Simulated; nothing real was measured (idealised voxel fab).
This is a process module. Its name is voxel capacitor over wiring.
Cross-sectional view cut (width: 250 nm; square cell size: 5 nm).
When this document writes out a cross-section, it uses a grid of square cells and lists it as bands, beginning at the top and moving down, with a band standing for one or more rows of cells.
Heads up on the band format: heights come first, top then bottom, in nm. After that it's the materials left to right, each with its width in nm. A single material flagged "throughout" fills the whole band edge to edge, and "air" means there's empty space there.
The level at which height equals 0 is the one under which the wafer, as it arrives, is entirely one material. No lower edge exists for the bottom band, which continues downward and is notated as in "0 and below".
Think of "30 to 40" as a width that walks from the first number to the second as you go down the band, top row to bottom row, taking equal-sized steps from row to row.
The cross-section has no changed cell in any step marked "identical to before".
Entry "Enclosed cavity list". Content: empty spaces with no open connection to the top, size 8 cells or greater. Each: width x height at distance. Distance: from left edge. Unit: nm.
Anything after a step's settings on that line? It's the simulator's own note about the step.
The "overlay nm" setting may appear on a step's line; for a step that uses a mask, it gives how far to the right of its planned position the mask lay, and a negative value indicates the left.
-- This section lists the process steps that were planned
1,RECEIVE: material Si
2,CONFORMAL_DEP: material SiO2, thk nm 10
3,DIRECTIONAL_DEP: material TiN, thk nm 5
4,DIRECTIONAL_DEP: material W, thk nm 15
5,DIRECTIONAL_DEP: material aC, thk nm 15
6,PATTERN: tone cover, mask id METAL_1, material resist, width nm 20, pitch nm 70, thk nm 30, overlay nm 0
7,DIRECTIONAL_ETCH: etch materials aC, depth nm 15
8,STRIP: etch materials resist
9,DIRECTIONAL_ETCH: etch materials W, depth nm 15
10,DIRECTIONAL_ETCH: etch materials TiN, depth nm 5
11,STRIP: etch materials aC
12,FILL_DEP: material lowk, thk nm 5
13,CMP: height nm 30
14,CONFORMAL_DEP: material SiCN, thk nm 5
15,DIRECTIONAL_DEP: material lowk, thk nm 10
16,DIRECTIONAL_DEP: material aC, thk nm 15
17,PATTERN: tone open, mask id PLUG_1, material resist, width nm 15, thk nm 35, overlay nm 0
18,DIRECTIONAL_ETCH: etch materials aC, depth nm 15
19,STRIP: etch materials resist
20,DIRECTIONAL_ETCH: etch materials lowk, depth nm 10
21,DIRECTIONAL_ETCH: etch materials SiCN, depth nm 5
22,STRIP: etch materials aC
23,CONFORMAL_DEP: material TiN, thk nm 5
24,FILL_DEP: material Ru, thk nm 10
25,CMP: height nm 45
26,DIRECTIONAL_DEP: material TiN, thk nm 10
27,DIRECTIONAL_DEP: material Al2O3, thk nm 5
28,DIRECTIONAL_DEP: material TiN, thk nm 5
29,PATTERN: tone cover, mask id UPPER_PLATE, material resist, width nm 55, thk nm 20, overlay nm 0
30,DIRECTIONAL_ETCH: etch materials TiN, depth nm 5
31,DIRECTIONAL_ETCH: etch materials Al2O3, depth nm 5
32,STRIP: etch materials resist
33,PATTERN: tone cover, mask id LOWER_PLATE, material resist, width nm 65, thk nm 20, overlay nm 0
34,DIRECTIONAL_ETCH: etch materials TiN, depth nm 10
35,STRIP: etch materials resist
36,FILL_DEP: material SiO2, thk nm 20
37,CMP: height nm 80
38,MASKED_ETCH: tone open, mask id PLUG_2, width nm 15, etch materials SiO2, depth nm 15, overlay nm 0
39,CONFORMAL_DEP: material TiN, thk nm 5
40,FILL_DEP: material W, thk nm 5
41,CMP: height nm 80
42,CONFORMAL_DEP: material SiCN, thk nm 5
-- Step 1 complete: cross-section of the wafer as received
	0 and below: Si throughout
	Enclosed cavity list: none
-- Cross-sectional view of the first of the two wafers upon completion of the module, processed in accordance with the plan
	85 down to 80: SiCN throughout
	80 down to 70: SiO2 95; TiN 5; W 5; TiN 5; SiO2 140
	70 down to 60: SiO2 95 to 85; TiN 15 to 55; SiO2 140 to 110
	60 down to 55: SiO2 85; Al2O3 55; SiO2 110
	55 down to 45: SiO2 80; TiN 65; SiO2 105
	45 down to 35: lowk 85; TiN 5; Ru 5; TiN 5; lowk 150
	35 down to 30: SiCN 85; TiN 15; SiCN 150
	30 down to 15: lowk 80; W 20; lowk 50; W 20; lowk 80
	15 down to 10: lowk 80; TiN 20; lowk 50; TiN 20; lowk 80
	10 down to 0: SiO2 throughout
	0 and below: Si throughout
	Enclosed cavity list: none
-- Second wafer through the module, sectioned at the end: same beginning and same plan as the first wafer, with one mistake in carrying it out
	85 down to 80: SiCN throughout
	80 down to 70: SiO2 95; TiN 5; W 5; TiN 5; SiO2 140
	70 down to 60: SiO2 95 to 85; TiN 15 to 55; SiO2 140 to 110
	60 down to 55: SiO2 85; Al2O3 55; SiO2 110
	55 down to 45: SiO2 85; TiN 60; SiO2 105
	45 down to 35: lowk 85; TiN 5; Ru 5; TiN 5; lowk 150
	35 down to 30: SiCN 85; TiN 15; SiCN 150
	30 down to 15: lowk 80; W 20; lowk 50; W 20; lowk 80
	15 down to 10: lowk 80; TiN 20; lowk 50; TiN 20; lowk 80
	10 down to 0: SiO2 throughout
	0 and below: Si throughout
	Enclosed cavity list: none
What broke from the plan during processing? planned and actual differ for step 33; actual: PATTERN: tone cover, mask id LOWER_PLATE, material resist, width nm 60, thk nm 20, overlay nm 0
Count the cells at the end and the second wafer has more or fewer of some materials than the first: SiO2: 2 more, TiN: 2 fewer
